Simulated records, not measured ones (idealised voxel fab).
This is a process module. Its name is voxel self aligned vias.
Cross-section cut spans 195 nm and uses square cells 5 nm in size.
Bands, listed from the top down, are how a cross-section gets written in this document; the cross-section itself is a grid of square cells, and a band is one or more rows of them.
Heights first: top, then bottom, in nm. Then materials, left to right, each with a width in nm. "full width" on a single material: fills the band edge to edge. "air": empty space.
Height 0 is the level under which the wafer as received is all one material. The lowest band goes on downwards, as in "0 -> down".
Read "30..40" as a graded width: first number on top, second number at the bottom, same change between each pair of neighbouring rows.
Basically "no modifications" means that step didn't change any cell in the cross-section.
The list in "Trapped void list" covers empty spaces of 8 cells or more that cannot reach the top through any open way, and it gives each as width x height at distance; the distance is from the left edge, and width, height and distance are in nm.
Post-settings text on a step line: simulator's own remark regarding the step.
"overlay nm" on a masked step: distance the mask lay right of its planned place, negative for left.
Set out below are the planned steps of the process:
- 1: RECEIVE [material Si]
- 2: CONFORMAL_DEP [material SiO2] [thk nm 10]
- 3: CONFORMAL_DEP [material SiCN] [thk nm 5]
- 4: DIRECTIONAL_DEP [material SiO2] [thk nm 20]
- 5: MASKED_ETCH [tone open] [mask id LINES] [width nm 25] [pitch nm 65] [etch materials SiO2] [depth nm 20] [overlay nm 0]
- 6: CONFORMAL_DEP [material TiN] [thk nm 5]
- 7: FILL_DEP [material Ru] [thk nm 5]
- 8: CMP [height nm 35]
- 9: SELECTIVE_ETCH [etch materials W Ru TiN] [depth nm 5]
- 10: FILL_DEP [material SiN] [thk nm 5]
- 11: CMP [height nm 35]
- 12: DIRECTIONAL_DEP [material SiO2] [thk nm 15]
- 13: DIRECTIONAL_DEP [material aC] [thk nm 10]
- 14: PATTERN [tone open] [mask id VIAS] [material resist] [width nm 45] [thk nm 25] [overlay nm 0]
- 15: DIRECTIONAL_ETCH [etch materials aC] [depth nm 10]
- 16: STRIP [etch materials resist]
- 17: DIRECTIONAL_ETCH [etch materials SiO2] [depth nm 15]
- 18: DIRECTIONAL_ETCH [etch materials SiN] [depth nm 5]
- 19: STRIP [etch materials aC]
- 20: CONFORMAL_DEP [material TiN] [thk nm 5]
- 21: FILL_DEP [material Cu] [thk nm 10]
- 22: CMP [height nm 50]
- 23: CONFORMAL_DEP [material SiCN] [thk nm 5]
Cross-section of the wafer upon arrival, representing the state reached after step 1:
- 0 -> down  Si full width
- Trapped void list: none
The following cross-section depicts the wafer upon conclusion of the module. Processing commenced from the starting condition illustrated above and adhered to the plan illustrated above, save for one mistake in execution:
- 55 -> 50  SiCN full width
- 50 -> 40  SiO2 (40) / TiN (5) / Cu (35) / TiN (5) / SiO2 (110)
- 40 -> 35  SiO2 (40) / TiN (45) / SiO2 (110)
- 35 -> 30  SiN (40) / TiN (10) / SiO2 (25) / TiN (10) / SiN (30) / SiO2 (25) / SiN (55)
- 30 -> 20  Ru (45) / TiN (5) / SiO2 (25) / TiN (5) / Ru (30) / TiN (5) / SiO2 (25) / TiN (5) / Ru (50)
- 20 -> 15  TiN (50) / SiO2 (25) / TiN (40) / SiO2 (25) / TiN (55)
- 15 -> 10  SiCN full width
- 10 -> 0  SiO2 full width
- 0 -> down  Si full width
- Trapped void list: none
Diagnosis: step 5 was run on a setting that differed from the plan, and what really ran there is MASKED_ETCH [tone cover] [mask id LINES] [width nm 25] [pitch nm 65] [etch materials SiO2] [depth nm 20] [overlay nm 0]
